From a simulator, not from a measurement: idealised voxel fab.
The process module presented herein is designated voxel wiring stack.
Cross-section cut: width 280 nm, square cells of 5 nm.
Throughout this document, each cross-section is represented as a grid of square cells and is presented as a sequence of bands enumerated from the top downward, where a band comprises one or more rows of cells. The entry gives the band's vertical extent as a top height and a bottom height in nm, then its horizontal make-up as materials from left to right, each with a width in nm. "air" stands for empty space; a single material marked "everywhere" fills the band edge to edge. Note: height 0 marks the level under which the wafer is uniformly one material as received. Lowest band unbounded below, written "0..down". So if you see something like "30 to 40" for the width, read it as the top row of the band sitting at the first number and the bottom row at the second, with every row in between moving by the same amount as the last. Step note "no change" = no cross-section cell changed. Enclosed voids (no open way to top), threshold 8 cells or more, entry "Enclosed internal cavities", notation width x height at distance, distance from left edge, nm. Past the settings on a step's line: simulator remark, on that step. overlay nm: for a step with a mask, the amount by which the mask lay right of where it was planned; a negative amount means left of it. Below you will find pairs of cross-sections. In each, one shows the wafer before one process step and the other after it, with the after view ending at the lowest band that changed. Under each pair is the step separating them, along with its settings. Do not assume the pairs form a chain: they can come from different runs of this module on the same starting wafer, and a pair continues from the pair above it only when its "Cross-section, before" entry says so.

### Cross-section, before
> 135..115 | SiO2: 65, then air: 30, then SiO2: 30, then air: 30, then SiO2: 30, then air: 30, then SiO2: 65
> 115..100 | SiO2: 65, then air: 15, then SiO2: 105, then air: 15, then SiO2: 80
> 100..95 | SiCN: 65, then air: 15, then SiCN: 105, then air: 15, then SiCN: 80
> 95..70 | lowk: 65, then TiN: 5, then Cu: 20, then TiN: 5, then lowk: 30, then TiN: 5, then Cu: 20, then TiN: 5, then lowk: 30, then TiN: 5, then Cu: 20, then TiN: 5, then lowk: 65
> 70..65 | SiCN: 65, then TiN: 30, then SiCN: 30, then TiN: 30, then SiCN: 30, then TiN: 30, then SiCN: 65
> 65..55 | lowk: 65, then SiCN: 5, then TiN: 5, then SiCN: 5, then lowk: 105, then SiCN: 5, then TiN: 5, then SiCN: 5, then lowk: 80
> 55..45 | lowk everywhere
> 45..40 | SiCN everywhere
> 40..15 | lowk: 65, then TiN: 5, then W: 20, then TiN: 5, then lowk: 30, then TiN: 5, then W: 20, then TiN: 5, then lowk: 30, then TiN: 5, then W: 20, then TiN: 5, then lowk: 65
> 15..10 | SiN: 65, then TiN: 30, then SiN: 30, then TiN: 30, then SiN: 30, then TiN: 30, then SiN: 65
> 10..0 | SiO2 everywhere
> 0..down | Si everywhere
> Enclosed internal cavities: none

### Sectional Result
> 140..135 | TiN: 70, then air: 20, then TiN: 40, then air: 20, then TiN: 40, then air: 20, then TiN: 70
> 135..120 | SiO2: 65, then TiN: 5, then air: 20, then TiN: 5, then SiO2: 30, then TiN: 5, then air: 20, then TiN: 5, then SiO2: 30, then TiN: 5, then air: 20, then TiN: 5, then SiO2: 65
> 120..115 | SiO2: 65, then TiN: 5, then air: 5, then TiN: 20, then SiO2: 30, then TiN: 30, then SiO2: 30, then TiN: 5, then air: 5, then TiN: 20, then SiO2: 65
> 115..100 | SiO2: 65, then TiN: 5, then air: 5, then TiN: 5, then SiO2: 105, then TiN: 5, then air: 5, then TiN: 5, then SiO2: 80
> 100..95 | SiCN: 65, then TiN: 15, then SiCN: 105, then TiN: 15, then SiCN: 80
> At heights below 95, the structure remains unaltered.
> Enclosed internal cavities: none
Between the two cross-sections shown above lies CONFORMAL_DEP | material TiN | thk nm 5

Cross-section, before: the pre-step structure is the one depicted after the step in the pair just above.

### Sectional Result
> 150..140 | Cu everywhere
> 140..135 | TiN: 70, then Cu: 20, then TiN: 40, then Cu: 20, then TiN: 40, then Cu: 20, then TiN: 70
> 135..120 | SiO2: 65, then TiN: 5, then Cu: 20, then TiN: 5, then SiO2: 30, then TiN: 5, then Cu: 20, then TiN: 5, then SiO2: 30, then TiN: 5, then Cu: 20, then TiN: 5, then SiO2: 65
> 120..115 | SiO2: 65, then TiN: 5, then Cu: 5, then TiN: 20, then SiO2: 30, then TiN: 30, then SiO2: 30, then TiN: 5, then Cu: 5, then TiN: 20, then SiO2: 65
> 115..100 | SiO2: 65, then TiN: 5, then Cu: 5, then TiN: 5, then SiO2: 105, then TiN: 5, then Cu: 5, then TiN: 5, then SiO2: 80
> At heights below 100, the structure remains unaltered.
> Enclosed internal cavities: none
Between the two cross-sections shown above lies FILL_DEP | material Cu | thk nm 10

Cross-section, before: the pre-step structure is the one depicted after the step in the pair just above.

### Sectional Result
> 135..120 | SiO2: 65, then TiN: 5, then Cu: 20, then TiN: 5, then SiO2: 30, then TiN: 5, then Cu: 20, then TiN: 5, then SiO2: 30, then TiN: 5, then Cu: 20, then TiN: 5, then SiO2: 65
> At heights below 120, the structure remains unaltered.
> Enclosed internal cavities: none
Between the two cross-sections shown above lies CMP | height nm 135

Cross-section, before: the pre-step structure is the one depicted after the step in the pair just above.

### Sectional Result
> 140..135 | SiN everywhere
> At heights below 135, the structure remains unaltered.
> Enclosed internal cavities: none
Between the two cross-sections shown above lies CONFORMAL_DEP | material SiN | thk nm 5

### Cross-section, before
> 95..70 | lowk everywhere
> 70..65 | SiCN everywhere
> 65..45 | lowk: 65, then Ru: 15, then lowk: 105, then Ru: 15, then lowk: 80
> 45..40 | SiCN: 65, then Ru: 15, then SiCN: 105, then Ru: 15, then SiCN: 80
> 40..15 | lowk: 65, then TiN: 5, then W: 20, then TiN: 5, then lowk: 30, then TiN: 5, then W: 20, then TiN: 5, then lowk: 30, then TiN: 5, then W: 20, then TiN: 5, then lowk: 65
> 15..10 | SiN: 65, then TiN: 30, then SiN: 30, then TiN: 30, then SiN: 30, then TiN: 30, then SiN: 65
> 10..0 | SiO2 everywhere
> 0..down | Si everywhere
> Enclosed internal cavities: none

### Sectional Result
> 95..70 | lowk: 65, then air: 35, then lowk: 25, then air: 35, then lowk: 25, then air: 35, then lowk: 60
> At heights below 70, the structure remains unaltered.
> Enclosed internal cavities: none
Between the two cross-sections shown above lies MASKED_ETCH | tone open | mask id METAL_2 | width nm 35 | pitch nm 60 | etch materials lowk | depth nm 25 | overlay nm 0

Cross-section, before: the pre-step structure is the one depicted after the step in the pair just above.

### Sectional Result
> 95..70 | lowk: 65, then air: 35, then lowk: 25, then air: 35, then lowk: 25, then air: 35, then lowk: 60
> 70..65 | SiCN: 65, then air: 30, then SiCN: 30, then air: 30, then SiCN: 30, then air: 30, then SiCN: 65
> At heights below 65, the structure remains unaltered.
> Enclosed internal cavities: none
Between the two cross-sections shown above lies MASKED_ETCH | tone open | mask id METAL_2 | width nm 30 | pitch nm 60 | etch materials SiCN | depth nm 5 | overlay nm 0

Cross-section, before: the pre-step structure is the one depicted after the step in the pair just above.

### Sectional Result
> 100..95 | TiN: 70, then air: 25, then TiN: 35, then air: 25, then TiN: 35, then air: 25, then TiN: 65
> 95..75 | lowk: 65, then TiN: 5, then air: 25, then TiN: 5, then lowk: 25, then TiN: 5, then air: 25, then TiN: 5, then lowk: 25, then TiN: 5, then air: 25, then TiN: 5, then lowk: 60
> 75..70 | lowk: 65, then TiN: 5, then air: 20, then TiN: 10, then lowk: 25, then TiN: 5, then air: 20, then TiN: 10, then lowk: 25, then TiN: 5, then air: 20, then TiN: 10, then lowk: 60
> 70..65 | SiCN: 65, then TiN: 30, then SiCN: 30, then TiN: 30, then SiCN: 30, then TiN: 30, then SiCN: 65
> At heights below 65, the structure remains unaltered.
> Enclosed internal cavities: none
Between the two cross-sections shown above lies CONFORMAL_DEP | material TiN | thk nm 5

Cross-section, before: the pre-step structure is the one depicted after the step in the pair just above.

### Sectional Result
> 110..100 | Cu everywhere
> 100..95 | TiN: 70, then Cu: 25, then TiN: 35, then Cu: 25, then TiN: 35, then Cu: 25, then TiN: 65
> 95..75 | lowk: 65, then TiN: 5, then Cu: 25, then TiN: 5, then lowk: 25, then TiN: 5, then Cu: 25, then TiN: 5, then lowk: 25, then TiN: 5, then Cu: 25, then TiN: 5, then lowk: 60
> 75..70 | lowk: 65, then TiN: 5, then Cu: 20, then TiN: 10, then lowk: 25, then TiN: 5, then Cu: 20, then TiN: 10, then lowk: 25, then TiN: 5, then Cu: 20, then TiN: 10, then lowk: 60
> At heights below 70, the structure remains unaltered.
> Enclosed internal cavities: none
Between the two cross-sections shown above lies FILL_DEP | material Cu | thk nm 10

Cross-section, before: the pre-step structure is the one depicted after the step in the pair just above.

### Sectional Result
> 95..75 | lowk: 65, then TiN: 5, then Cu: 25, then TiN: 5, then lowk: 25, then TiN: 5, then Cu: 25, then TiN: 5, then lowk: 25, then TiN: 5, then Cu: 25, then TiN: 5, then lowk: 60
> At heights below 75, the structure remains unaltered.
> Enclosed internal cavities: none
Between the two cross-sections shown above lies CMP | height nm 95

Cross-section, before: the pre-step structure is the one depicted after the step in the pair just above.

### Sectional Result
> 100..95 | SiCN everywhere
> At heights below 95, the structure remains unaltered.
> Enclosed internal cavities: none
Between the two cross-sections shown above lies CONFORMAL_DEP | material SiCN | thk nm 5

Cross-section, before: the pre-step structure is the one depicted after the step in the pair just above.

### Sectional Result
> 135..100 | SiO2 everywhere
> At heights below 100, the structure remains unaltered.
> Enclosed internal cavities: none
Between the two cross-sections shown above lies DIRECTIONAL_DEP | material SiO2 | thk nm 35

Cross-section, before: the pre-step structure is the one depicted after the step in the pair just above.

### Sectional Result
> 145..135 | aC everywhere
> At heights below 135, the structure remains unaltered.
> Enclosed internal cavities: none
Between the two cross-sections shown above lies DIRECTIONAL_DEP | material aC | thk nm 10

Cross-section, before: the pre-step structure is the one depicted after the step in the pair just above.

### Sectional Result
> 175..145 | resist: 65, then air: 30, then resist: 30, then air: 30, then resist: 30, then air: 30, then resist: 65
> At heights below 145, the structure remains unaltered.
> Enclosed internal cavities: none
Between the two cross-sections shown above lies PATTERN | tone open | mask id METAL_3 | material resist | width nm 30 | pitch nm 60 | thk nm 30 | overlay nm 0

Cross-section, before: the pre-step structure is the one depicted after the step in the pair just above.

### Sectional Result
> 165..145 | resist: 65, then air: 30, then resist: 30, then air: 30, then resist: 30, then air: 30, then resist: 65
> 145..135 | aC: 65, then air: 30, then aC: 30, then air: 30, then aC: 30, then air: 30, then aC: 65
> At heights below 135, the structure remains unaltered.
> Enclosed internal cavities: none
Between the two cross-sections shown above lies DIRECTIONAL_ETCH | etch materials aC | depth nm 10

Cross-section, before: the pre-step structure is the one depicted after the step in the pair just above.

### Sectional Result
> 145..135 | aC: 65, then air: 30, then aC: 30, then air: 30, then aC: 30, then air: 30, then aC: 65
> At heights below 135, the structure remains unaltered.
> Enclosed internal cavities: none
Between the two cross-sections shown above lies STRIP | etch materials resist

Cross-section, before: the pre-step structure is the one depicted after the step in the pair just above.

### Sectional Result
> 145..135 | aC: 65, then air: 30, then aC: 30, then air: 30, then aC: 30, then air: 30, then aC: 65
> 135..115 | SiO2: 65, then air: 30, then SiO2: 30, then air: 30, then SiO2: 30, then air: 30, then SiO2: 65
> At heights below 115, the structure remains unaltered.
> Enclosed internal cavities: none
Between the two cross-sections shown above lies DIRECTIONAL_ETCH | etch materials SiO2 | depth nm 20

Cross-section, before: the pre-step structure is the one depicted after the step in the pair just above.

### Sectional Result
> 135..115 | SiO2: 65, then air: 30, then SiO2: 30, then air: 30, then SiO2: 30, then air: 30, then SiO2: 65
> At heights below 115, the structure remains unaltered.
> Enclosed internal cavities: none
Between the two cross-sections shown above lies STRIP | etch materials aC

Cross-section, before: the pre-step structure is the one depicted after the step in the pair just above.

### Sectional Result
> 150..135 | resist: 65, then air: 15, then resist: 105, then air: 15, then resist: 80
> 135..115 | SiO2: 65, then air: 15, then resist: 15, then SiO2: 30, then resist: 30, then SiO2: 30, then air: 15, then resist: 15, then SiO2: 65
> At heights below 115, the structure remains unaltered.
> Enclosed internal cavities: none
Between the two cross-sections shown above lies PATTERN | tone open | mask id METAL_3_HOLES | material resist | width nm 15 | pitch nm 120 | thk nm 15 | overlay nm 0

Cross-section, before: the pre-step structure is the one depicted after the step in the pair just above.

### Sectional Result
> 150..135 | resist: 65, then air: 15, then resist: 105, then air: 15, then resist: 80
> 135..115 | SiO2: 65, then air: 15, then resist: 15, then SiO2: 30, then resist: 30, then SiO2: 30, then air: 15, then resist: 15, then SiO2: 65
> 115..100 | SiO2: 65, then air: 15, then SiO2: 105, then air: 15, then SiO2: 80
> At heights below 100, the structure remains unaltered.
> Enclosed internal cavities: none
Between the two cross-sections shown above lies DIRECTIONAL_ETCH | etch materials SiO2 | depth nm 15

Cross-section, before: the pre-step structure is the one depicted after the step in the pair just above.

### Sectional Result
> 150..135 | resist: 65, then air: 15, then resist: 105, then air: 15, then resist: 80
> 135..115 | SiO2: 65, then air: 15, then resist: 15, then SiO2: 30, then resist: 30, then SiO2: 30, then air: 15, then resist: 15, then SiO2: 65
> 115..100 | SiO2: 65, then air: 15, then SiO2: 105, then air: 15, then SiO2: 80
> 100..95 | SiCN: 65, then air: 15, then SiCN: 105, then air: 15, then SiCN: 80
> At heights below 95, the structure remains unaltered.
> Enclosed internal cavities: none
Between the two cross-sections shown above lies DIRECTIONAL_ETCH | etch materials SiCN | depth nm 5

Cross-section, before: the pre-step structure is the one depicted after the step in the pair just above.

### Sectional Result
> 135..115 | SiO2: 65, then air: 30, then SiO2: 30, then air: 30, then SiO2: 30, then air: 30, then SiO2: 65
> At heights below 115, the structure remains unaltered.
> Enclosed internal cavities: none
Between the two cross-sections shown above lies STRIP | etch materials resist

Cross-section, before: the pre-step structure is the one depicted after the step in the pair just above.

### Sectional Result
> 140..135 | TiN: 70, then air: 20, then TiN: 40, then air: 20, then TiN: 40, then air: 20, then TiN: 70
> 135..120 | SiO2: 65, then TiN: 5, then air: 20, then TiN: 5, then SiO2: 30, then TiN: 5, then air: 20, then TiN: 5, then SiO2: 30, then TiN: 5, then air: 20, then TiN: 5, then SiO2: 65
> 120..115 | SiO2: 65, then TiN: 5, then air: 5, then TiN: 20, then SiO2: 30, then TiN: 30, then SiO2: 30, then TiN: 5, then air: 5, then TiN: 20, then SiO2: 65
> 115..100 | SiO2: 65, then TiN: 5, then air: 5, then TiN: 5, then SiO2: 105, then TiN: 5, then air: 5, then TiN: 5, then SiO2: 80
> 100..95 | SiCN: 65, then TiN: 15, then SiCN: 105, then TiN: 15, then SiCN: 80
> At heights below 95, the structure remains unaltered.
> Enclosed internal cavities: none
Between the two cross-sections shown above lies CONFORMAL_DEP | material TiN | thk nm 5

Cross-section, before: the pre-step structure is the one depicted after the step in the pair just above.

### Sectional Result
> 150..140 | Cu everywhere
> 140..135 | TiN: 70, then Cu: 20, then TiN: 40, then Cu: 20, then TiN: 40, then Cu: 20, then TiN: 70
> 135..120 | SiO2: 65, then TiN: 5, then Cu: 20, then TiN: 5, then SiO2: 30, then TiN: 5, then Cu: 20, then TiN: 5, then SiO2: 30, then TiN: 5, then Cu: 20, then TiN: 5, then SiO2: 65
> 120..115 | SiO2: 65, then TiN: 5, then Cu: 5, then TiN: 20, then SiO2: 30, then TiN: 30, then SiO2: 30, then TiN: 5, then Cu: 5, then TiN: 20, then SiO2: 65
> 115..100 | SiO2: 65, then TiN: 5, then Cu: 5, then TiN: 5, then SiO2: 105, then TiN: 5, then Cu: 5, then TiN: 5, then SiO2: 80
> At heights below 100, the structure remains unaltered.
> Enclosed internal cavities: none
Between the two cross-sections shown above lies FILL_DEP | material Cu | thk nm 10

Cross-section, before: the pre-step structure is the one depicted after the step in the pair just above.

### Sectional Result
> 135..120 | SiO2: 65, then TiN: 5, then Cu: 20, then TiN: 5, then SiO2: 30, then TiN: 5, then Cu: 20, then TiN: 5, then SiO2: 30, then TiN: 5, then Cu: 20, then TiN: 5, then SiO2: 65
> At heights below 120, the structure remains unaltered.
> Enclosed internal cavities: none
Between the two cross-sections shown above lies CMP | height nm 135

Cross-section, before: the pre-step structure is the one depicted after the step in the pair just above.

### Sectional Result
> 140..135 | SiN everywhere
> At heights below 135, the structure remains unaltered.
> Enclosed internal cavities: none
Between the two cross-sections shown above lies CONFORMAL_DEP | material SiN | thk nm 5

### Cross-section, before
> 40..15 | lowk everywhere
> 15..10 | SiN everywhere
> 10..0 | SiO2 everywhere
> 0..down | Si everywhere
> Enclosed internal cavities: none

### Sectional Result
> 55..40 | resist: 55, then air: 30, then resist: 30, then air: 30, then resist: 30, then air: 30, then resist: 75
> At heights below 40, the structure remains unaltered.
> Enclosed internal cavities: none
Between the two cross-sections shown above lies PATTERN | tone open | mask id METAL_1 | material resist | width nm 30 | pitch nm 60 | thk nm 15 | overlay nm -10

Cross-section, before: the pre-step structure is the one depicted after the step in the pair just above.

### Sectional Result
> 55..40 | resist: 55, then air: 30, then resist: 30, then air: 30, then resist: 30, then air: 30, then resist: 75
> 40..15 | lowk: 55, then air: 30, then lowk: 30, then air: 30, then lowk: 30, then air: 30, then lowk: 75
> At heights below 15, the structure remains unaltered.
> Enclosed internal cavities: none
Between the two cross-sections shown above lies DIRECTIONAL_ETCH | etch materials lowk | depth nm 25

Cross-section, before: the pre-step structure is the one depicted after the step in the pair just above.

### Sectional Result
> 55..40 | resist: 55, then air: 30, then resist: 30, then air: 30, then resist: 30, then air: 30, then resist: 75
> 40..15 | lowk: 55, then air: 30, then lowk: 30, then air: 30, then lowk: 30, then air: 30, then lowk: 75
> 15..10 | SiN: 55, then air: 30, then SiN: 30, then air: 30, then SiN: 30, then air: 30, then SiN: 75
> At heights below 10, the structure remains unaltered.
> Enclosed internal cavities: none
Between the two cross-sections shown above lies DIRECTIONAL_ETCH | etch materials SiN | depth nm 5

Cross-section, before: the pre-step structure is the one depicted after the step in the pair just above.

### Sectional Result
> 40..15 | lowk: 55, then air: 30, then lowk: 30, then air: 30, then lowk: 30, then air: 30, then lowk: 75
> At heights below 15, the structure remains unaltered.
> Enclosed internal cavities: none
Between the two cross-sections shown above lies STRIP | etch materials resist

Cross-section, before: the pre-step structure is the one depicted after the step in the pair just above.

### Sectional Result
> 45..40 | TiN: 60, then air: 20, then TiN: 40, then air: 20, then TiN: 40, then air: 20, then TiN: 80
> 40..15 | lowk: 55, then TiN: 5, then air: 20, then TiN: 5, then lowk: 30, then TiN: 5, then air: 20, then TiN: 5, then lowk: 30, then TiN: 5, then air: 20, then TiN: 5, then lowk: 75
> 15..10 | SiN: 55, then TiN: 30, then SiN: 30, then TiN: 30, then SiN: 30, then TiN: 30, then SiN: 75
> At heights below 10, the structure remains unaltered.
> Enclosed internal cavities: none
Between the two cross-sections shown above lies CONFORMAL_DEP | material TiN | thk nm 5

Cross-section, before: the pre-step structure is the one depicted after the step in the pair just above.

### Sectional Result
> 50..45 | W everywhere
> 45..40 | TiN: 60, then W: 20, then TiN: 40, then W: 20, then TiN: 40, then W: 20, then TiN: 80
> 40..15 | lowk: 55, then TiN: 5, then W: 20, then TiN: 5, then lowk: 30, then TiN: 5, then W: 20, then TiN: 5, then lowk: 30, then TiN: 5, then W: 20, then TiN: 5, then lowk: 75
> At heights below 15, the structure remains unaltered.
> Enclosed internal cavities: none
Between the two cross-sections shown above lies FILL_DEP | material W | thk nm 5

Cross-section, before: the pre-step structure is the one depicted after the step in the pair just above.

### Sectional Result
> 40..15 | lowk: 55, then TiN: 5, then W: 20, then TiN: 5, then lowk: 30, then TiN: 5, then W: 20, then TiN: 5, then lowk: 30, then TiN: 5, then W: 20, then TiN: 5, then lowk: 75
> At heights below 15, the structure remains unaltered.
> Enclosed internal cavities: none
Between the two cross-sections shown above lies CMP | height nm 40

Cross-section, before: the pre-step structure is the one depicted after the step in the pair just above.

### Sectional Result
> 45..40 | SiCN everywhere
> At heights below 40, the structure remains unaltered.
> Enclosed internal cavities: none
Between the two cross-sections shown above lies CONFORMAL_DEP | material SiCN | thk nm 5

Cross-section, before: the pre-step structure is the one depicted after the step in the pair just above.

### Sectional Result
> 65..45 | lowk everywhere
> At heights below 45, the structure remains unaltered.
> Enclosed internal cavities: none
Between the two cross-sections shown above lies DIRECTIONAL_DEP | material lowk | thk nm 20

Cross-section, before: the pre-step structure is the one depicted after the step in the pair just above.

### Sectional Result
> 80..65 | aC everywhere
> At heights below 65, the structure remains unaltered.
> Enclosed internal cavities: none
Between the two cross-sections shown above lies DIRECTIONAL_DEP | material aC | thk nm 15

Cross-section, before: the pre-step structure is the one depicted after the step in the pair just above.

### Sectional Result
> 110..80 | resist: 65, then air: 15, then resist: 105, then air: 15, then resist: 80
> At heights below 80, the structure remains unaltered.
> Enclosed internal cavities: none
Between the two cross-sections shown above lies PATTERN | tone open | mask id PLUG_1 | material resist | width nm 15 | pitch nm 120 | thk nm 30 | overlay nm 0

Cross-section, before: the pre-step structure is the one depicted after the step in the pair just above.

### Sectional Result
> 95..80 | resist: 65, then air: 15, then resist: 105, then air: 15, then resist: 80
> 80..65 | aC: 65, then air: 15, then aC: 105, then air: 15, then aC: 80
> At heights below 65, the structure remains unaltered.
> Enclosed internal cavities: none
Between the two cross-sections shown above lies DIRECTIONAL_ETCH | etch materials aC | depth nm 15

Cross-section, before: the pre-step structure is the one depicted after the step in the pair just above.

### Sectional Result
> 80..65 | aC: 65, then air: 15, then aC: 105, then air: 15, then aC: 80
> At heights below 65, the structure remains unaltered.
> Enclosed internal cavities: none
Between the two cross-sections shown above lies STRIP | etch materials resist

Cross-section, before: the pre-step structure is the one depicted after the step in the pair just above.

### Sectional Result
> 80..65 | aC: 65, then air: 15, then aC: 105, then air: 15, then aC: 80
> 65..45 | lowk: 65, then air: 15, then lowk: 105, then air: 15, then lowk: 80
> At heights below 45, the structure remains unaltered.
> Enclosed internal cavities: none
Between the two cross-sections shown above lies DIRECTIONAL_ETCH | etch materials lowk | depth nm 20

Cross-section, before: the pre-step structure is the one depicted after the step in the pair just above.

### Sectional Result
> 80..65 | aC: 65, then air: 15, then aC: 105, then air: 15, then aC: 80
> 65..45 | lowk: 65, then air: 15, then lowk: 105, then air: 15, then lowk: 80
> 45..40 | SiCN: 65, then air: 15, then SiCN: 105, then air: 15, then SiCN: 80
> At heights below 40, the structure remains unaltered.
> Enclosed internal cavities: none
Between the two cross-sections shown above lies DIRECTIONAL_ETCH | etch materials SiCN | depth nm 5

Cross-section, before: the pre-step structure is the one depicted after the step in the pair just above.

### Sectional Result
> 65..45 | lowk: 65, then air: 15, then lowk: 105, then air: 15, then lowk: 80
> At heights below 45, the structure remains unaltered.
> Enclosed internal cavities: none
Between the two cross-sections shown above lies STRIP | etch materials aC

Cross-section, before: the pre-step structure is the one depicted after the step in the pair just above.

### Sectional Result
> 65..50 | lowk: 65, then air: 15, then lowk: 105, then air: 15, then lowk: 80
> 50..45 | lowk: 65, then Ru: 15, then lowk: 105, then Ru: 15, then lowk: 80
> 45..40 | SiCN: 65, then Ru: 15, then SiCN: 105, then Ru: 15, then SiCN: 80
> At heights below 40, the structure remains unaltered.
> Enclosed internal cavities: none
Between the two cross-sections shown above lies EPI | material Ru | thk nm 10

Cross-section, before: the pre-step structure is the one depicted after the step in the pair just above.

### Sectional Result
> 65..60 | lowk: 65, then air: 15, then lowk: 105, then air: 15, then lowk: 80
> 60..45 | lowk: 65, then Ru: 15, then lowk: 105, then Ru: 15, then lowk: 80
> At heights below 45, the structure remains unaltered.
> Enclosed internal cavities: none
Between the two cross-sections shown above lies EPI | material Ru | thk nm 10

Cross-section, before: the pre-step structure is the one depicted after the step in the pair just above.

### Sectional Result
> 65..45 | lowk: 65, then Ru: 15, then lowk: 105, then Ru: 15, then lowk: 80
> At heights below 45, the structure remains unaltered.
> Enclosed internal cavities: none
Between the two cross-sections shown above lies EPI | material Ru | thk nm 5

Cross-section, before: the pre-step structure is the one depicted after the step in the pair just above.

### Sectional Result
> 70..65 | SiCN everywhere
> At heights below 65, the structure remains unaltered.
> Enclosed internal cavities: none
Between the two cross-sections shown above lies CONFORMAL_DEP | material SiCN | thk nm 5

Cross-section, before: the pre-step structure is the one depicted after the step in the pair just above.

### Sectional Result
> 95..70 | lowk everywhere
> At heights below 70, the structure remains unaltered.
> Enclosed internal cavities: none
Between the two cross-sections shown above lies DIRECTIONAL_DEP | material lowk | thk nm 25

Cross-section, before: the pre-step structure is the one depicted after the step in the pair just above.

### Sectional Result
> 95..70 | lowk: 65, then air: 30, then lowk: 30, then air: 30, then lowk: 30, then air: 30, then lowk: 65
> At heights below 70, the structure remains unaltered.
> Enclosed internal cavities: none
Between the two cross-sections shown above lies MASKED_ETCH | tone open | mask id METAL_2 | width nm 30 | pitch nm 60 | etch materials lowk | depth nm 25 | overlay nm 0

Cross-section, before: the pre-step structure is the one depicted after the step in the pair just above.

### Sectional Result
> 95..70 | lowk: 65, then air: 30, then lowk: 30, then air: 30, then lowk: 30, then air: 30, then lowk: 65
> 70..65 | SiCN: 65, then air: 30, then SiCN: 30, then air: 30, then SiCN: 30, then air: 30, then SiCN: 65
> At heights below 65, the structure remains unaltered.
> Enclosed internal cavities: none
Between the two cross-sections shown above lies MASKED_ETCH | tone open | mask id METAL_2 | width nm 30 | pitch nm 60 | etch materials SiCN | depth nm 5 | overlay nm 0

Cross-section, before: the pre-step structure is the one depicted after the step in the pair just above.

### Sectional Result
> 100..95 | TiN: 70, then air: 20, then TiN: 40, then air: 20, then TiN: 40, then air: 20, then TiN: 70
> 95..70 | lowk: 65, then TiN: 5, then air: 20, then TiN: 5, then lowk: 30, then TiN: 5, then air: 20, then TiN: 5, then lowk: 30, then TiN: 5, then air: 20, then TiN: 5, then lowk: 65
> 70..65 | SiCN: 65, then TiN: 30, then SiCN: 30, then TiN: 30, then SiCN: 30, then TiN: 30, then SiCN: 65
> At heights below 65, the structure remains unaltered.
> Enclosed internal cavities: none
Between the two cross-sections shown above lies CONFORMAL_DEP | material TiN | thk nm 5

Cross-section, before: the pre-step structure is the one depicted after the step in the pair just above.

### Sectional Result
> 110..100 | Cu everywhere
> 100..95 | TiN: 70, then Cu: 20, then TiN: 40, then Cu: 20, then TiN: 40, then Cu: 20, then TiN: 70
> 95..70 | lowk: 65, then TiN: 5, then Cu: 20, then TiN: 5, then lowk: 30, then TiN: 5, then Cu: 20, then TiN: 5, then lowk: 30, then TiN: 5, then Cu: 20, then TiN: 5, then lowk: 65
> At heights below 70, the structure remains unaltered.
> Enclosed internal cavities: none
Between the two cross-sections shown above lies FILL_DEP | material Cu | thk nm 10

Cross-section, before: the pre-step structure is the one depicted after the step in the pair just above.

### Sectional Result
> 95..70 | lowk: 65, then TiN: 5, then Cu: 20, then TiN: 5, then lowk: 30, then TiN: 5, then Cu: 20, then TiN: 5, then lowk: 30, then TiN: 5, then Cu: 20, then TiN: 5, then lowk: 65
> At heights below 70, the structure remains unaltered.
> Enclosed internal cavities: none
Between the two cross-sections shown above lies CMP | height nm 95

Cross-section, before: the pre-step structure is the one depicted after the step in the pair just above.

### Sectional Result
> 100..95 | SiCN everywhere
> At heights below 95, the structure remains unaltered.
> Enclosed internal cavities: none
Between the two cross-sections shown above lies CONFORMAL_DEP | material SiCN | thk nm 5

Cross-section, before: the pre-step structure is the one depicted after the step in the pair just above.

### Sectional Result
> 135..100 | SiO2 everywhere
> At heights below 100, the structure remains unaltered.
> Enclosed internal cavities: none
Between the two cross-sections shown above lies DIRECTIONAL_DEP | material SiO2 | thk nm 35

Cross-section, before: the pre-step structure is the one depicted after the step in the pair just above.

### Sectional Result
> 145..135 | aC everywhere
> At heights below 135, the structure remains unaltered.
> Enclosed internal cavities: none
Between the two cross-sections shown above lies DIRECTIONAL_DEP | material aC | thk nm 10

Cross-section, before: the pre-step structure is the one depicted after the step in the pair just above.

### Sectional Result
> 175..145 | resist: 65, then air: 30, then resist: 30, then air: 30, then resist: 30, then air: 30, then resist: 65
> At heights below 145, the structure remains unaltered.
> Enclosed internal cavities: none
Between the two cross-sections shown above lies PATTERN | tone open | mask id METAL_3 | material resist | width nm 30 | pitch nm 60 | thk nm 30 | overlay nm 0

Cross-section, before: the pre-step structure is the one depicted after the step in the pair just above.

### Sectional Result
> 165..145 | resist: 65, then air: 30, then resist: 30, then air: 30, then resist: 30, then air: 30, then resist: 65
> 145..135 | aC: 65, then air: 30, then aC: 30, then air: 30, then aC: 30, then air: 30, then aC: 65
> At heights below 135, the structure remains unaltered.
> Enclosed internal cavities: none
Between the two cross-sections shown above lies DIRECTIONAL_ETCH | etch materials aC | depth nm 10

Cross-section, before: the pre-step structure is the one depicted after the step in the pair just above.

### Sectional Result
> 145..135 | aC: 65, then air: 30, then aC: 30, then air: 30, then aC: 30, then air: 30, then aC: 65
> At heights below 135, the structure remains unaltered.
> Enclosed internal cavities: none
Between the two cross-sections shown above lies STRIP | etch materials resist

Cross-section, before: the pre-step structure is the one depicted after the step in the pair just above.

### Sectional Result
> 145..135 | aC: 65, then air: 30, then aC: 30, then air: 30, then aC: 30, then air: 30, then aC: 65
> 135..115 | SiO2: 65, then air: 30, then SiO2: 30, then air: 30, then SiO2: 30, then air: 30, then SiO2: 65
> At heights below 115, the structure remains unaltered.
> Enclosed internal cavities: none
Between the two cross-sections shown above lies DIRECTIONAL_ETCH | etch materials SiO2 | depth nm 20

Cross-section, before: the pre-step structure is the one depicted after the step in the pair just above.

### Sectional Result
> 135..115 | SiO2: 65, then air: 30, then SiO2: 30, then air: 30, then SiO2: 30, then air: 30, then SiO2: 65
> At heights below 115, the structure remains unaltered.
> Enclosed internal cavities: none
Between the two cross-sections shown above lies STRIP | etch materials aC

Cross-section, before: the pre-step structure is the one depicted after the step in the pair just above.

### Sectional Result
> 150..135 | resist: 65, then air: 15, then resist: 105, then air: 15, then resist: 80
> 135..115 | SiO2: 65, then air: 15, then resist: 15, then SiO2: 30, then resist: 30, then SiO2: 30, then air: 15, then resist: 15, then SiO2: 65
> At heights below 115, the structure remains unaltered.
> Enclosed internal cavities: none
Between the two cross-sections shown above lies PATTERN | tone open | mask id METAL_3_HOLES | material resist | width nm 15 | pitch nm 120 | thk nm 15 | overlay nm 0
